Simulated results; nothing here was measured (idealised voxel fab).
Process module name: voxel self aligned contacts
Pictured: cross-section cut, 265 nm wide, on a grid of 5 nm square cells.
Bands, listed from the top down, are how a cross-section gets written in this document; the cross-section itself is a grid of square cells, and a band is one or more rows of them. Each band's line starts with the height of the band's top and of its bottom, in nm. Then come its materials from left to right, each with its width in nm. One material with "edge to edge" fills the band from edge to edge. "blank" is empty space. Beneath 0, the wafer as received is one material, and that level is where height counting begins. The lowest band goes on downward without a bottom; it is written like "z 0 and below". A two-number width, for instance "30..40", indicates that the width is equal to the first number in the top row of the band and to the second number in the bottom row, and that it changes by a constant amount per row of cells. "remained the same" after a step means that no cell of the cross-section changed. Closed-off voids of 8+ cells (no open route to the top) go in "Fully enclosed voids", written width x height at distance from the left edge, in nm. It should be noted that, on the line of a given step, the content following the step's settings is a remark produced by the simulator itself with respect to that step. You can add "overlay nm" to a step's line. For a step with a mask, it describes how far the mask lay to the right of its planned position, and a negative number describes a lay to the left.
-- List of planned process steps
| 1 | RECEIVE with material Si |
| 2 | CONFORMAL_DEP with material SiO2, thk nm 5 |
| 3 | DIRECTIONAL_DEP with material polySi, thk nm 20 |
| 4 | DIRECTIONAL_DEP with material SiN, thk nm 15 |
| 5 | PATTERN with tone cover, mask id GATE, material resist, width nm 35, pitch nm 70, thk nm 15, overlay nm 0 |
| 6 | DIRECTIONAL_ETCH with etch materials SiN, depth nm 15 |
| 7 | DIRECTIONAL_ETCH with etch materials polySi, depth nm 20 |
| 8 | STRIP with etch materials resist |
| 9 | CONFORMAL_DEP with material SiN, thk nm 5 |
| 10 | DIRECTIONAL_ETCH with etch materials SiN, depth nm 5 |
| 11 | FILL_DEP with material SiO2, thk nm 10 |
| 12 | CMP with height nm 45 |
| 13 | PATTERN with tone open, mask id CONTACT, material resist, width nm 55, thk nm 20, overlay nm 0 |
| 14 | DIRECTIONAL_ETCH with etch materials SiO2, depth nm 45 |
| 15 | STRIP with etch materials resist |
| 16 | CONFORMAL_DEP with material TiN, thk nm 5 |
| 17 | FILL_DEP with material W, thk nm 5 |
| 18 | CMP with height nm 45 |
| 19 | CONFORMAL_DEP with material SiCN, thk nm 5 |
-- Wafer at receipt (post step 1), cross-section
> z 0 and below: Si edge to edge
> Fully enclosed voids: none
-- First of two wafers, end-of-module section, run followed plan
> z 50 to 45: SiCN edge to edge
> z 45 to 40: SiO2: 105, TiN: 20, W: 15, TiN: 20, SiO2: 105
> z 40 to 25: SiO2: 75, SiN: 45, TiN: 5, W: 15, TiN: 5, SiN: 45, SiO2: 75
> z 25 to 5: SiO2: 75, SiN: 5, polySi: 35, SiN: 5, TiN: 5, W: 15, TiN: 5, SiN: 5, polySi: 35, SiN: 5, SiO2: 75
> z 5 to 0: SiO2: 120, TiN: 25, SiO2: 120
> z 0 and below: Si edge to edge
> Fully enclosed voids: none
-- second wafer at the end: like start, like plan, one mistake
> z 50 to 45: SiCN edge to edge
> z 45 to 30: SiO2: 75, SiN: 5, polySi: 35, SiN: 5, TiN: 5, W: 15, TiN: 5, SiN: 5, polySi: 35, SiN: 5, SiO2: 75
> z 30 to 25: SiO2: 75, SiN: 5, polySi: 35, SiN: 5, TiN: 25, SiN: 5, polySi: 35, SiN: 5, SiO2: 75
> z 25 to 5: polySi edge to edge
> z 5 to 0: SiO2 edge to edge
> z 0 and below: Si edge to edge
> Fully enclosed voids: none
Error vs. plan: step 3 of the plan saw execution twice
FYI, end of process, the second wafer has more or fewer cells of some materials than the first: SiN -54 | SiO2 -127 | TiN -16 | W -15 | polySi +212
